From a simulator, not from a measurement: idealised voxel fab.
process module | voxel air gaps
cross-section cut | 270 nm wide | cells 5 nm
A cross-section is a grid of square cells, given in bands from the top down. A band is one or more rows of cells.
Each band's line starts with the height of the band's top and of its bottom, in nm. Then come its materials from left to right, each with its width in nm. One material with "throughout" fills the band from edge to edge. "air" is empty space.
Height 0 is the level under which the wafer as received is all one material. The lowest band goes on downwards, as in "0 down".
A width such as "30 to 40" changes by the same amount from each row of cells to the next, from the band's top row to its bottom row.
"no change" after a step means that no cell of the cross-section changed.
closed voids: empty space of 8 cells or more with no open way to the top, each as width x height at its distance from the left edge, in nm
after a step's settings: what the simulator itself notes on the step
overlay nm, on a step with a mask: how far to the right of its planned place the mask lay; to the left if negative
plan
1 op RECEIVE | material Si
2 op CONFORMAL_DEP | material SiO2 | thk nm 10
3 op CONFORMAL_DEP | material SiN | thk nm 5
4 op DIRECTIONAL_DEP | material lowk | thk nm 30
5 op PATTERN | tone open | mask id LINES | material resist | width nm 20 | pitch nm 45 | thk nm 20 | overlay nm 0
6 op DIRECTIONAL_ETCH | etch materials lowk | depth nm 30
7 op STRIP | etch materials resist
8 op CONFORMAL_DEP | material TiN | thk nm 5
9 op FILL_DEP | material Ru | thk nm 10
10 op CMP | height nm 45
11 op EPI | material Ru | thk nm 10
12 op SELECTIVE_ETCH | etch materials lowk | depth nm 40
13 op CONFORMAL_DEP | material SiCN | thk nm 5
as received, after step 1
  0 down: Si throughout
  closed voids: none
first wafer at the end, as planned
  60 to 55: air 65 | SiCN 140 | air 65
  55 to 45: air 65 | SiCN 5 | Ru 40 | SiCN 5 | Ru 40 | SiCN 5 | Ru 40 | SiCN 5 | air 65
  45 to 40: air 65 | SiCN 15 | TiN 5 | Ru 10 | TiN 5 | SiCN 25 | TiN 5 | Ru 10 | TiN 5 | SiCN 25 | TiN 5 | Ru 10 | TiN 5 | SiCN 15 | air 65
  40 to 20: air 75 | SiCN 5 | TiN 5 | Ru 10 | TiN 5 | SiCN 5 | air 15 | SiCN 5 | TiN 5 | Ru 10 | TiN 5 | SiCN 5 | air 15 | SiCN 5 | TiN 5 | Ru 10 | TiN 5 | SiCN 5 | air 75
  20 to 15: SiCN 80 | TiN 20 | SiCN 25 | TiN 20 | SiCN 25 | TiN 20 | SiCN 80
  15 to 10: SiN throughout
  10 to 0: SiO2 throughout
  0 down: Si throughout
  closed voids: 15 x 20 at 105; 15 x 20 at 150
second wafer at the end: like start, like plan, one mistake
  60 to 55: air 65 | SiCN 145 | air 60
  55 to 45: air 65 | SiCN 5 | Ru 135 | SiCN 5 | air 60
  45 to 40: air 65 | SiCN 15 | TiN 5 | Ru 15 | TiN 5 | lowk 20 | TiN 5 | Ru 15 | TiN 5 | lowk 20 | TiN 5 | Ru 15 | TiN 5 | SiCN 15 | air 60
  40 to 20: air 75 | SiCN 5 | TiN 5 | Ru 15 | TiN 5 | lowk 20 | TiN 5 | Ru 15 | TiN 5 | lowk 20 | TiN 5 | Ru 15 | TiN 5 | SiCN 5 | air 70
  20 to 15: SiCN 80 | TiN 25 | lowk 20 | TiN 25 | lowk 20 | TiN 25 | SiCN 75
  15 to 10: SiN throughout
  10 to 0: SiO2 throughout
  0 down: Si throughout
  closed voids: none
what went wrong: step 5 ran as: op PATTERN | tone open | mask id LINES | material resist | width nm 25 | pitch nm 45 | thk nm 20 | overlay nm 0
at the end the second wafer has, in cells: 21 more of Ru | 40 fewer of SiCN | 3 more of TiN | 48 more of lowk
closed voids at the end (first wafer, second wafer): 2, 0
